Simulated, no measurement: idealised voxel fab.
The following process module bears the name voxel released beams.
190 nm wide, 5 nm square cells: that's cross-section cut.
Notation: cross-section as square-cell grid; stated in bands, top first, going down; one or more cell rows per band. First you get the band's top height and its bottom height, in nm, and then the materials it's made of, left to right, with each width in nm. If you see a single material with "full width", that one covers the band edge to edge. "empty" is empty space. Height is counted from the level 0, under which the received wafer is composed throughout of one material. The lowest of the bands is not closed at the bottom but continues downward, in the notation "from 0 down". Top row gets the first number, bottom row gets the second, and each row in between changes by the same step: that is how a band width like "30..40" works. What does "identical to before" mean for a step? It means no cell of the cross-section changed in that step. Under "Closed void register" you'll find the enclosed gaps, the ones with no way out to the top, that are 8 cells or bigger; each reads width x height at distance, with distance counted from the left edge, everything in nm. Formally, on a step line, whatever follows the settings is a remark that the simulator itself makes on the step. overlay nm: mask right of planned place by this much (step with mask). Neg. = left.
This section lists the process steps that were planned
1 RECEIVE (material Si)
2 CONFORMAL_DEP (material SiN; thk nm 5)
3 DIRECTIONAL_DEP (material SiO2; thk nm 20)
4 PATTERN (tone open; mask id ANCHOR; material resist; width nm 45; thk nm 15; overlay nm 0)
5 DIRECTIONAL_ETCH (etch materials SiO2; depth nm 20)
6 STRIP (etch materials resist)
7 CONFORMAL_DEP (material TiN; thk nm 15)
8 PATTERN (tone cover; mask id BEAM; material resist; width nm 130; thk nm 15; overlay nm 0)
9 DIRECTIONAL_ETCH (etch materials TiN; depth nm 15)
10 STRIP (etch materials resist)
11 STRIP (etch materials SiO2)
First wafer out of two, processed as planned
Incoming wafer in cross-section (state: after step 1)
- from 0 down = Si full width
- Closed void register: none
Cross-section: wafer state after step 2
- from 5 to 0 = SiN full width
- Everything below 0 is unchanged.
Cross-section: wafer state after step 3
- from 25 to 5 = SiO2 full width
- Everything below 5 is unchanged.
Cross-section: wafer state after step 4
- from 40 to 25 = resist 30 nm / empty 45 nm / resist 115 nm
- Everything below 25 is unchanged.
Cross-section: wafer state after step 5
- from 40 to 25 = resist 30 nm / empty 45 nm / resist 115 nm
- from 25 to 5 = SiO2 30 nm / empty 45 nm / SiO2 115 nm
- Everything below 5 is unchanged.
Cross-section: wafer state after step 6
- from 25 to 5 = SiO2 30 nm / empty 45 nm / SiO2 115 nm
- Everything below 5 is unchanged.
Cross-section: wafer state after step 7
- from 40 to 25 = TiN 45 nm / empty 15 nm / TiN 130 nm
- from 25 to 20 = SiO2 30 nm / TiN 15 nm / empty 15 nm / TiN 15 nm / SiO2 115 nm
- from 20 to 5 = SiO2 30 nm / TiN 45 nm / SiO2 115 nm
- Everything below 5 is unchanged.
Cross-section: wafer state after step 8
- from 55 to 40 = empty 25 nm / resist 130 nm / empty 35 nm
- from 40 to 25 = TiN 45 nm / resist 15 nm / TiN 130 nm
- from 25 to 20 = SiO2 30 nm / TiN 15 nm / resist 15 nm / TiN 15 nm / SiO2 115 nm
- Everything below 20 is unchanged.
Cross-section: wafer state after step 9
- from 55 to 40 = empty 25 nm / resist 130 nm / empty 35 nm
- from 40 to 25 = empty 25 nm / TiN 20 nm / resist 15 nm / TiN 95 nm / empty 35 nm
- Everything below 25 is unchanged.
Cross-section: wafer state after step 10
- from 40 to 25 = empty 25 nm / TiN 20 nm / empty 15 nm / TiN 95 nm / empty 35 nm
- from 25 to 20 = SiO2 30 nm / TiN 15 nm / empty 15 nm / TiN 15 nm / SiO2 115 nm
- Everything below 20 is unchanged.
Cross-section: wafer state after step 11
- from 40 to 25 = empty 25 nm / TiN 20 nm / empty 15 nm / TiN 95 nm / empty 35 nm
- from 25 to 20 = empty 30 nm / TiN 15 nm / empty 15 nm / TiN 15 nm / empty 115 nm
- from 20 to 5 = empty 30 nm / TiN 45 nm / empty 115 nm
- Everything below 5 is unchanged.
Notes, second wafer: start = first wafer's, plan = first wafer's, execution had one mistake; history identical to first through step 6
Cross-section of the second wafer at the time step 7 of the plan should have ended
- from 45 to 25 = TiN 50 nm / empty 5 nm / TiN 135 nm
- from 25 to 5 = SiO2 30 nm / TiN 45 nm / SiO2 115 nm
- Everything below 5 is unchanged.
Cross-section of the second wafer at the time step 8 of the plan should have ended
- from 60 to 45 = empty 25 nm / resist 130 nm / empty 35 nm
- from 45 to 25 = TiN 50 nm / resist 5 nm / TiN 135 nm
- Everything below 25 is unchanged.
Cross-section of the second wafer at the time step 9 of the plan should have ended
- from 60 to 45 = empty 25 nm / resist 130 nm / empty 35 nm
- from 45 to 30 = empty 25 nm / TiN 25 nm / resist 5 nm / TiN 100 nm / empty 35 nm
- Everything below 30 is unchanged.
Cross-section of the second wafer at the time step 10 of the plan should have ended
- from 45 to 30 = empty 25 nm / TiN 25 nm / empty 5 nm / TiN 100 nm / empty 35 nm
- from 30 to 25 = TiN 50 nm / empty 5 nm / TiN 135 nm
- Everything below 25 is unchanged.
Cross-section of the second wafer at the time step 11 of the plan should have ended: identical to before
It is concluded that the wafer was processed incorrectly with respect to the plan, in that step 7 did not happen as planned, as run it was CONFORMAL_DEP (material TiN; thk nm 20)
Wafer comparison, final, in cells, second relative to first, materials more or fewer: SiO2: 116 more; TiN: 46 more
